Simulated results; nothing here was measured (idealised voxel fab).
process module | voxel quadruple lines
cross-section cut | 290 nm wide | cells 5 nm
A cross-section is a grid of square cells, given in bands from the top down. A band is one or more rows of cells.
Each band's line starts with the height of the band's top and of its bottom, in nm. Then come its materials from left to right, each with its width in nm. One material with "throughout" fills the band from edge to edge. "air" is empty space.
Height 0 is the level under which the wafer as received is all one material. The lowest band goes on downwards, as in "0 down".
A width such as "30 to 40" changes by the same amount from each row of cells to the next, from the band's top row to its bottom row.
"no change" after a step means that no cell of the cross-section changed.
closed voids: empty space of 8 cells or more with no open way to the top, each as width x height at its distance from the left edge, in nm
after a step's settings: what the simulator itself notes on the step
overlay nm, on a step with a mask: how far to the right of its planned place the mask lay; to the left if negative
plan
1 op RECEIVE | material Si
2 op CONFORMAL_DEP | material Al2O3 | thk nm 10
3 op DIRECTIONAL_DEP | material Ru | thk nm 10
4 op DIRECTIONAL_DEP | material polySi | thk nm 20
5 op DIRECTIONAL_DEP | material aC | thk nm 20
6 op PATTERN | tone cover | mask id MANDREL | material resist | width nm 25 | thk nm 25 | overlay nm 0
7 op DIRECTIONAL_ETCH | etch materials aC | depth nm 20
8 op STRIP | etch materials resist
9 op CONFORMAL_DEP | material SiO2 | thk nm 15
10 op DIRECTIONAL_ETCH | etch materials SiO2 | depth nm 15
11 op STRIP | etch materials aC
12 op DIRECTIONAL_ETCH | etch materials polySi | depth nm 20
13 op STRIP | etch materials SiO2
14 op CONFORMAL_DEP | material SiN | thk nm 5
15 op DIRECTIONAL_ETCH | etch materials SiN | depth nm 5
16 op STRIP | etch materials polySi
17 op DIRECTIONAL_ETCH | etch materials Ru | depth nm 10
18 op STRIP | etch materials SiN
as received, after step 1
  0 down: Si throughout
  closed voids: none
a wafer at the end: this start, this plan, one mistake
  20 to 10: air 125 | Ru 5 | air 25 | Ru 5 | air 130
  10 to 0: Al2O3 throughout
  0 down: Si throughout
  closed voids: none
what went wrong: step 6 ran as: op PATTERN | tone open | mask id MANDREL | material resist | width nm 25 | thk nm 25 | overlay nm 0
